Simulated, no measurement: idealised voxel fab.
Documented hereafter: the process module known as voxel released beams.
The figure presents cross-section cut, which has a width of 290 nm and is divided into square cells with an edge length of 5 nm.
When this document writes out a cross-section, it uses a grid of square cells and lists it as bands, beginning at the top and moving down, with a band standing for one or more rows of cells. Read a band's entry like this: the first values are the height of its top and the height of its bottom in nm, and what follows is the sequence of materials from left to right, each with its width in nm. Note that "air" is empty space, and that a single material marked "edge to edge" reaches across the band from edge to edge. For the purposes of this specification, 0 denotes the height below which the wafer in its as-received condition is composed wholly of one material, and the lowermost band, lacking a lower limit, extends downward without end, as expressed in "0 -> down". You'd read "30->40" like this: the band's top row of cells is as wide as the first number, its bottom row is as wide as the second, and going down, every row changes width by the same amount as the row before did. The cross-section has no changed cell in any step marked "left unchanged". Under "Closed void roster" you'll find the enclosed gaps, the ones with no way out to the top, that are 8 cells or bigger; each reads width x height at distance, with distance counted from the left edge, everything in nm. Whatever follows a step's settings on its line is a remark the simulator itself makes about that step. overlay nm: on a step with a mask, how far right of its planned place the mask lay; negative means left.

## Process steps (planned)
step 1: RECEIVE with material Si
step 2: CONFORMAL_DEP with material SiN, thk nm 10
step 3: DIRECTIONAL_DEP with material SiO2, thk nm 10
step 4: PATTERN with tone open, mask id ANCHOR, material resist, width nm 45, thk nm 15, overlay nm 0
step 5: DIRECTIONAL_ETCH with etch materials SiO2, depth nm 10
step 6: STRIP with etch materials resist
step 7: CONFORMAL_DEP with material polySi, thk nm 15
step 8: MASKED_ETCH with tone cover, mask id BEAM, width nm 105, etch materials polySi, depth nm 15, overlay nm 0
step 9: STRIP with etch materials SiO2

## The following pertains to the first of two wafers, which was processed as planned

## As-received state of the wafer in cross-section, equivalent to post-step 1
  0 -> down: Si edge to edge
  Closed void roster: none

## Cross-section: wafer state after step 2
  10 -> 0: SiN edge to edge
  No changes below 0.

## Cross-section: wafer state after step 3
  20 -> 10: SiO2 edge to edge
  No changes below 10.

## Cross-section: wafer state after step 4
  35 -> 20: 95 of resist; 45 of air; 150 of resist
  No changes below 20.

## Cross-section: wafer state after step 5
  35 -> 20: 95 of resist; 45 of air; 150 of resist
  20 -> 10: 95 of SiO2; 45 of air; 150 of SiO2
  No changes below 10.

## Cross-section: wafer state after step 6
  20 -> 10: 95 of SiO2; 45 of air; 150 of SiO2
  No changes below 10.

## Cross-section: wafer state after step 7
  35 -> 25: 110 of polySi; 15 of air; 165 of polySi
  25 -> 20: polySi edge to edge
  20 -> 10: 95 of SiO2; 45 of polySi; 150 of SiO2
  No changes below 10.

## Cross-section: wafer state after step 8
  35 -> 25: 90 of air; 20 of polySi; 15 of air; 70 of polySi; 95 of air
  25 -> 20: 90 of air; 105 of polySi; 95 of air
  No changes below 20.

## Cross-section: wafer state after step 9
  35 -> 25: 90 of air; 20 of polySi; 15 of air; 70 of polySi; 95 of air
  25 -> 20: 90 of air; 105 of polySi; 95 of air
  20 -> 10: 95 of air; 45 of polySi; 150 of air
  No changes below 10.

## The second wafer began exactly as the first did and followed the same plan, but one mistake was made while running it; through step 7 inclusive, the two wafers are identical

## Second wafer, sectioned view, at step 8's planned end time
  35 -> 25: 90 of air; 20 of polySi; 15 of air; 75 of polySi; 90 of air
  25 -> 20: 90 of air; 110 of polySi; 90 of air
  No changes below 20.

## Second wafer, sectioned view, at step 9's planned end time
  35 -> 25: 90 of air; 20 of polySi; 15 of air; 75 of polySi; 90 of air
  25 -> 20: 90 of air; 110 of polySi; 90 of air
  20 -> 10: 95 of air; 45 of polySi; 150 of air
  No changes below 10.
Against the plan, the run slipped here: off-plan run, step 8, actual operation and settings MASKED_ETCH with tone cover, mask id BEAM, width nm 110, etch materials polySi, depth nm 15, overlay nm 0
Materials where the second wafer ends with more or fewer cells than the first: +3 polySi
